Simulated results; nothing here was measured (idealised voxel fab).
The process module that follows is named voxel self aligned contacts.
We display cut, a cross-section 185 nm in width whose square cells are each 5 nm.
Each cross-section below is a grid of square cells, stated as bands in top-down order, with one or more rows of cells making up each band.
Each band's line starts with the height of the band's top and of its bottom, in nm. Then come its materials from left to right, each with its width in nm. One material with "throughout" fills the band from edge to edge. "air" is empty space.
Ref level 0: as-received wafer is one material below here. Bottom band extends down with no lower bound ("0 -> down").
Read "30 to 40" as a graded width: first number on top, second number at the bottom, same change between each pair of neighbouring rows.
The cross-section has no changed cell in any step marked "nothing different".
"Cavities, sealed" specifies each empty space that is not open to the top and that occupies no fewer than 8 cells, using the form width x height at distance, the distance measured from the left edge and all three quantities in nm.
On each step's line, the part that comes after the settings is the simulator's own comment on the step.
Steps that use a mask can have "overlay nm" on their line. It says how far the mask sat to the right of where it was meant to be. Negative means to the left.

**Listed below are the process steps as planned**
1) RECEIVE, material Si
2) CONFORMAL_DEP, material SiO2, thk nm 5
3) DIRECTIONAL_DEP, material polySi, thk nm 25
4) DIRECTIONAL_DEP, material SiN, thk nm 25
5) DIRECTIONAL_DEP, material aC, thk nm 15
6) PATTERN, tone cover, mask id GATE, material resist, width nm 30, pitch nm 75, thk nm 30, overlay nm 0
7) DIRECTIONAL_ETCH, etch materials aC, depth nm 15
8) STRIP, etch materials resist
9) DIRECTIONAL_ETCH, etch materials SiN, depth nm 25
10) DIRECTIONAL_ETCH, etch materials polySi, depth nm 25
11) STRIP, etch materials aC
12) CONFORMAL_DEP, material SiN, thk nm 10
13) DIRECTIONAL_ETCH, etch materials SiN, depth nm 10
14) FILL_DEP, material SiO2, thk nm 15
15) CMP, height nm 60
16) MASKED_ETCH, tone open, mask id CONTACT, width nm 55, etch materials SiO2, depth nm 60, overlay nm 0
17) CONFORMAL_DEP, material TiN, thk nm 5
18) FILL_DEP, material Ru, thk nm 10
19) CMP, height nm 60
20) CONFORMAL_DEP, material SiCN, thk nm 5

**First wafer out of two, processed as planned**

**Cross-section, incoming material, after step 1**
- 0 -> down: Si throughout
- Cavities, sealed: none

**Step 2 complete: cross-section through the wafer**
- 5 -> 0: SiO2 throughout
- Nothing below the height 0 has changed.

**Step 3 complete: cross-section through the wafer**
- 30 -> 5: polySi throughout
- Nothing below the height 5 has changed.

**Step 4 complete: cross-section through the wafer**
- 55 -> 30: SiN throughout
- Nothing below the height 30 has changed.

**Step 5 complete: cross-section through the wafer**
- 70 -> 55: aC throughout
- Nothing below the height 55 has changed.

**Step 6 complete: cross-section through the wafer**
- 100 -> 70: air 40 nm / resist 30 nm / air 45 nm / resist 30 nm / air 40 nm
- Nothing below the height 70 has changed.

**Step 7 complete: cross-section through the wafer**
- 85 -> 70: air 40 nm / resist 30 nm / air 45 nm / resist 30 nm / air 40 nm
- 70 -> 55: air 40 nm / aC 30 nm / air 45 nm / aC 30 nm / air 40 nm
- Nothing below the height 55 has changed.

**Step 8 complete: cross-section through the wafer**
- 70 -> 55: air 40 nm / aC 30 nm / air 45 nm / aC 30 nm / air 40 nm
- Nothing below the height 55 has changed.

**Step 9 complete: cross-section through the wafer**
- 70 -> 55: air 40 nm / aC 30 nm / air 45 nm / aC 30 nm / air 40 nm
- 55 -> 30: air 40 nm / SiN 30 nm / air 45 nm / SiN 30 nm / air 40 nm
- Nothing below the height 30 has changed.

**Step 10 complete: cross-section through the wafer**
- 70 -> 55: air 40 nm / aC 30 nm / air 45 nm / aC 30 nm / air 40 nm
- 55 -> 30: air 40 nm / SiN 30 nm / air 45 nm / SiN 30 nm / air 40 nm
- 30 -> 5: air 40 nm / polySi 30 nm / air 45 nm / polySi 30 nm / air 40 nm
- Nothing below the height 5 has changed.

**Step 11 complete: cross-section through the wafer**
- 55 -> 30: air 40 nm / SiN 30 nm / air 45 nm / SiN 30 nm / air 40 nm
- Nothing below the height 30 has changed.

**Step 12 complete: cross-section through the wafer**
- 65 -> 30: air 30 nm / SiN 50 nm / air 25 nm / SiN 50 nm / air 30 nm
- 30 -> 15: air 30 nm / SiN 10 nm / polySi 30 nm / SiN 10 nm / air 25 nm / SiN 10 nm / polySi 30 nm / SiN 10 nm / air 30 nm
- 15 -> 5: SiN 40 nm / polySi 30 nm / SiN 45 nm / polySi 30 nm / SiN 40 nm
- Nothing below the height 5 has changed.

**Step 13 complete: cross-section through the wafer**
- 55 -> 30: air 30 nm / SiN 50 nm / air 25 nm / SiN 50 nm / air 30 nm
- 30 -> 5: air 30 nm / SiN 10 nm / polySi 30 nm / SiN 10 nm / air 25 nm / SiN 10 nm / polySi 30 nm / SiN 10 nm / air 30 nm
- Nothing below the height 5 has changed.

**Step 14 complete: cross-section through the wafer**
- 70 -> 55: SiO2 throughout
- 55 -> 30: SiO2 30 nm / SiN 50 nm / SiO2 25 nm / SiN 50 nm / SiO2 30 nm
- 30 -> 5: SiO2 30 nm / SiN 10 nm / polySi 30 nm / SiN 10 nm / SiO2 25 nm / SiN 10 nm / polySi 30 nm / SiN 10 nm / SiO2 30 nm
- Nothing below the height 5 has changed.

**Step 15 complete: cross-section through the wafer**
- 60 -> 55: SiO2 throughout
- Nothing below the height 55 has changed.

**Step 16 complete: cross-section through the wafer**
- 60 -> 55: SiO2 65 nm / air 55 nm / SiO2 65 nm
- 55 -> 30: SiO2 30 nm / SiN 50 nm / air 25 nm / SiN 50 nm / SiO2 30 nm
- 30 -> 5: SiO2 30 nm / SiN 10 nm / polySi 30 nm / SiN 10 nm / air 25 nm / SiN 10 nm / polySi 30 nm / SiN 10 nm / SiO2 30 nm
- 5 -> 0: SiO2 80 nm / air 25 nm / SiO2 80 nm
- Nothing below the height 0 has changed.

**Step 17 complete: cross-section through the wafer**
- 65 -> 60: TiN 70 nm / air 45 nm / TiN 70 nm
- 60 -> 55: SiO2 65 nm / TiN 20 nm / air 15 nm / TiN 20 nm / SiO2 65 nm
- 55 -> 30: SiO2 30 nm / SiN 50 nm / TiN 5 nm / air 15 nm / TiN 5 nm / SiN 50 nm / SiO2 30 nm
- 30 -> 5: SiO2 30 nm / SiN 10 nm / polySi 30 nm / SiN 10 nm / TiN 5 nm / air 15 nm / TiN 5 nm / SiN 10 nm / polySi 30 nm / SiN 10 nm / SiO2 30 nm
- 5 -> 0: SiO2 80 nm / TiN 25 nm / SiO2 80 nm
- Nothing below the height 0 has changed.

**Step 18 complete: cross-section through the wafer**
- 75 -> 65: Ru throughout
- 65 -> 60: TiN 70 nm / Ru 45 nm / TiN 70 nm
- 60 -> 55: SiO2 65 nm / TiN 20 nm / Ru 15 nm / TiN 20 nm / SiO2 65 nm
- 55 -> 30: SiO2 30 nm / SiN 50 nm / TiN 5 nm / Ru 15 nm / TiN 5 nm / SiN 50 nm / SiO2 30 nm
- 30 -> 5: SiO2 30 nm / SiN 10 nm / polySi 30 nm / SiN 10 nm / TiN 5 nm / Ru 15 nm / TiN 5 nm / SiN 10 nm / polySi 30 nm / SiN 10 nm / SiO2 30 nm
- Nothing below the height 5 has changed.

**Step 19 complete: cross-section through the wafer**
- 60 -> 55: SiO2 65 nm / TiN 20 nm / Ru 15 nm / TiN 20 nm / SiO2 65 nm
- Nothing below the height 55 has changed.

**Step 20 complete: cross-section through the wafer**
- 65 -> 60: SiCN throughout
- Nothing below the height 60 has changed.

**Here the second wafer is described. Its start and its plan were those of the first wafer. Its run contained one mistake. Up to and including step 5, it did exactly what the first wafer did**

**when step 6 should have ended**
- 100 -> 70: resist 40 nm / air 30 nm / resist 45 nm / air 30 nm / resist 40 nm
- Nothing below the height 70 has changed.

**when step 7 should have ended**
- 85 -> 70: resist 40 nm / air 30 nm / resist 45 nm / air 30 nm / resist 40 nm
- 70 -> 55: aC 40 nm / air 30 nm / aC 45 nm / air 30 nm / aC 40 nm
- Nothing below the height 55 has changed.

**when step 8 should have ended**
- 70 -> 55: aC 40 nm / air 30 nm / aC 45 nm / air 30 nm / aC 40 nm
- Nothing below the height 55 has changed.

**when step 9 should have ended**
- 70 -> 55: aC 40 nm / air 30 nm / aC 45 nm / air 30 nm / aC 40 nm
- 55 -> 30: SiN 40 nm / air 30 nm / SiN 45 nm / air 30 nm / SiN 40 nm
- Nothing below the height 30 has changed.

**when step 10 should have ended**
- 70 -> 55: aC 40 nm / air 30 nm / aC 45 nm / air 30 nm / aC 40 nm
- 55 -> 30: SiN 40 nm / air 30 nm / SiN 45 nm / air 30 nm / SiN 40 nm
- 30 -> 5: polySi 40 nm / air 30 nm / polySi 45 nm / air 30 nm / polySi 40 nm
- Nothing below the height 5 has changed.

**when step 11 should have ended**
- 55 -> 30: SiN 40 nm / air 30 nm / SiN 45 nm / air 30 nm / SiN 40 nm
- Nothing below the height 30 has changed.

**when step 12 should have ended**
- 65 -> 30: SiN 50 nm / air 10 nm / SiN 65 nm / air 10 nm / SiN 50 nm
- 30 -> 15: polySi 40 nm / SiN 10 nm / air 10 nm / SiN 10 nm / polySi 45 nm / SiN 10 nm / air 10 nm / SiN 10 nm / polySi 40 nm
- 15 -> 5: polySi 40 nm / SiN 30 nm / polySi 45 nm / SiN 30 nm / polySi 40 nm
- Nothing below the height 5 has changed.

**when step 13 should have ended**
- 55 -> 30: SiN 50 nm / air 10 nm / SiN 65 nm / air 10 nm / SiN 50 nm
- 30 -> 5: polySi 40 nm / SiN 10 nm / air 10 nm / SiN 10 nm / polySi 45 nm / SiN 10 nm / air 10 nm / SiN 10 nm / polySi 40 nm
- Nothing below the height 5 has changed.

**when step 14 should have ended**
- 70 -> 55: SiO2 throughout
- 55 -> 30: SiN 50 nm / SiO2 10 nm / SiN 65 nm / SiO2 10 nm / SiN 50 nm
- 30 -> 5: polySi 40 nm / SiN 10 nm / SiO2 10 nm / SiN 10 nm / polySi 45 nm / SiN 10 nm / SiO2 10 nm / SiN 10 nm / polySi 40 nm
- Nothing below the height 5 has changed.

**when step 15 should have ended**
- 60 -> 55: SiO2 throughout
- Nothing below the height 55 has changed.

**when step 16 should have ended**
- 60 -> 55: SiO2 65 nm / air 55 nm / SiO2 65 nm
- Nothing below the height 55 has changed.

**when step 17 should have ended**
- 65 -> 60: TiN 70 nm / air 45 nm / TiN 70 nm
- 60 -> 55: SiO2 65 nm / TiN 55 nm / SiO2 65 nm
- Nothing below the height 55 has changed.

**when step 18 should have ended**
- 75 -> 65: Ru throughout
- 65 -> 60: TiN 70 nm / Ru 45 nm / TiN 70 nm
- Nothing below the height 60 has changed.

**when step 19 should have ended**
- 60 -> 55: SiO2 65 nm / TiN 55 nm / SiO2 65 nm
- Nothing below the height 55 has changed.

**when step 20 should have ended**
- 65 -> 60: SiCN throughout
- Nothing below the height 60 has changed.
Finding, execution versus plan: step 6 was run on a setting that differed from the plan, and what really ran there is PATTERN, tone open, mask id GATE, material resist, width nm 30, pitch nm 75, thk nm 30, overlay nm 0
Final cells, second wafer relative to first, materials higher or lower: Ru: 33 fewer; SiN: 65 more; SiO2: 75 fewer; TiN: 22 fewer; polySi: 65 more
